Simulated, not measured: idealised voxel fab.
Proc. module: voxel double patterning
Each square cell in cross-section cut measures 5 nm, and the section as a whole is 230 nm wide.
When this document writes out a cross-section, it uses a grid of square cells and lists it as bands, beginning at the top and moving down, with a band standing for one or more rows of cells. What a band's entry tells you: where the top is and where the bottom is, as heights in nm, and after that what lies inside, material by material from left to right, each with its width in nm. Empty space is written as the word "blank", and a single material marked with the word "full width" occupies the band from edge to edge. For the purposes of this specification, 0 denotes the height below which the wafer in its as-received condition is composed wholly of one material, and the lowermost band, lacking a lower limit, extends downward without end, as expressed in "0..down". The two numbers in a width such as "30..40" mark its ends across the band: the first belongs to the top row of cells, the second to the bottom row, and from each row to the next the width moves by the same amount. "same as before", as given for a step, is the statement that not any cell of the cross-section underwent a change during that step. Enclosed voids: empty space of 8 cells or more with no open way to the top, each as width x height at its distance from the left edge, in nm. On each step's line, the part that comes after the settings is the simulator's own comment on the step. When a step includes a mask, the "overlay nm" setting on its line states how far to the right of its planned place that mask lay, and negative values state how far to the left.

PLAN
1 RECEIVE [material Si]
2 CONFORMAL_DEP [material SiO2] [thk nm 10]
3 DIRECTIONAL_DEP [material TiN] [thk nm 15]
4 DIRECTIONAL_DEP [material SiCN] [thk nm 5]
5 MASKED_ETCH [tone open] [mask id FIRST] [width nm 15] [pitch nm 50] [etch materials SiCN] [depth nm 5] [overlay nm 0]
6 PATTERN [tone open] [mask id SECOND] [material resist] [width nm 15] [pitch nm 50] [thk nm 15] [overlay nm 0]
7 DIRECTIONAL_ETCH [etch materials SiCN] [depth nm 5]
8 STRIP [etch materials resist]
9 DIRECTIONAL_ETCH [etch materials TiN] [depth nm 15]
10 STRIP [etch materials SiCN]

OF TWO WAFERS, THE FIRST: RUN ACCORDING TO PLAN

INCOMING WAFER IN CROSS-SECTION (STATE: AFTER STEP 1)
  0..down | Si full width
  Enclosed voids: none

SO THIS IS THE WAFER CROSS-SECTION RIGHT AFTER STEP 2
  10..0 | SiO2 full width
  Lower than 0, everything is as it was.

SO THIS IS THE WAFER CROSS-SECTION RIGHT AFTER STEP 3
  25..10 | TiN full width
  Lower than 10, everything is as it was.

SO THIS IS THE WAFER CROSS-SECTION RIGHT AFTER STEP 4
  30..25 | SiCN full width
  Lower than 25, everything is as it was.

SO THIS IS THE WAFER CROSS-SECTION RIGHT AFTER STEP 5
  30..25 | SiCN 55  blank 15  SiCN 35  blank 15  SiCN 35  blank 15  SiCN 60
  Lower than 25, everything is as it was.

SO THIS IS THE WAFER CROSS-SECTION RIGHT AFTER STEP 6
  45..30 | resist 80  blank 15  resist 35  blank 15  resist 85
  30..25 | SiCN 55  resist 15  SiCN 35  resist 15  SiCN 35  resist 15  SiCN 60
  Lower than 25, everything is as it was.

SO THIS IS THE WAFER CROSS-SECTION RIGHT AFTER STEP 7
  45..30 | resist 80  blank 15  resist 35  blank 15  resist 85
  30..25 | SiCN 55  resist 15  SiCN 10  blank 15  SiCN 10  resist 15  SiCN 10  blank 15  SiCN 10  resist 15  SiCN 60
  Lower than 25, everything is as it was.

SO THIS IS THE WAFER CROSS-SECTION RIGHT AFTER STEP 8
  30..25 | SiCN 55  blank 15  SiCN 10  blank 15  SiCN 10  blank 15  SiCN 10  blank 15  SiCN 10  blank 15  SiCN 60
  Lower than 25, everything is as it was.

SO THIS IS THE WAFER CROSS-SECTION RIGHT AFTER STEP 9
  30..25 | SiCN 55  blank 15  SiCN 10  blank 15  SiCN 10  blank 15  SiCN 10  blank 15  SiCN 10  blank 15  SiCN 60
  25..10 | TiN 55  blank 15  TiN 10  blank 15  TiN 10  blank 15  TiN 10  blank 15  TiN 10  blank 15  TiN 60
  Lower than 10, everything is as it was.

SO THIS IS THE WAFER CROSS-SECTION RIGHT AFTER STEP 10
  25..10 | TiN 55  blank 15  TiN 10  blank 15  TiN 10  blank 15  TiN 10  blank 15  TiN 10  blank 15  TiN 60
  Lower than 10, everything is as it was.

THE REMAINING WAFER, SECOND OF THE TWO, STARTED LIKE THE FIRST AND WAS RUN TO THE SAME PLAN, EXCEPT THAT ONE MISTAKE WAS MADE ALONG THE WAY; THE TWO COINCIDE THROUGH STEP 5, INCLUSIVE

CROSS-SECTION OF THE SECOND WAFER AT THE TIME BY WHICH STEP 6 SHOULD HAVE BEEN COMPLETED ACCORDING TO THE PLAN
  45..30 | resist 75  blank 25  resist 25  blank 25  resist 80
  30..25 | SiCN 55  resist 15  SiCN 35  resist 15  SiCN 35  resist 15  SiCN 60
  Lower than 25, everything is as it was.

CROSS-SECTION OF THE SECOND WAFER AT THE TIME BY WHICH STEP 7 SHOULD HAVE BEEN COMPLETED ACCORDING TO THE PLAN
  45..30 | resist 75  blank 25  resist 25  blank 25  resist 80
  30..25 | SiCN 55  resist 15  SiCN 5  blank 25  SiCN 5  resist 15  SiCN 5  blank 25  SiCN 5  resist 15  SiCN 60
  Lower than 25, everything is as it was.

CROSS-SECTION OF THE SECOND WAFER AT THE TIME BY WHICH STEP 8 SHOULD HAVE BEEN COMPLETED ACCORDING TO THE PLAN
  30..25 | SiCN 55  blank 15  SiCN 5  blank 25  SiCN 5  blank 15  SiCN 5  blank 25  SiCN 5  blank 15  SiCN 60
  Lower than 25, everything is as it was.

CROSS-SECTION OF THE SECOND WAFER AT THE TIME BY WHICH STEP 9 SHOULD HAVE BEEN COMPLETED ACCORDING TO THE PLAN
  30..25 | SiCN 55  blank 15  SiCN 5  blank 25  SiCN 5  blank 15  SiCN 5  blank 25  SiCN 5  blank 15  SiCN 60
  25..10 | TiN 55  blank 15  TiN 5  blank 25  TiN 5  blank 15  TiN 5  blank 25  TiN 5  blank 15  TiN 60
  Lower than 10, everything is as it was.

CROSS-SECTION OF THE SECOND WAFER AT THE TIME BY WHICH STEP 10 SHOULD HAVE BEEN COMPLETED ACCORDING TO THE PLAN
  25..10 | TiN 55  blank 15  TiN 5  blank 25  TiN 5  blank 15  TiN 5  blank 25  TiN 5  blank 15  TiN 60
  Lower than 10, everything is as it was.
what went wrong: step 6 ran as: PATTERN [tone open] [mask id SECOND] [material resist] [width nm 25] [pitch nm 50] [thk nm 15] [overlay nm 0]
FYI, end of process, the second wafer has more or fewer cells of some materials than the first: -12 TiN
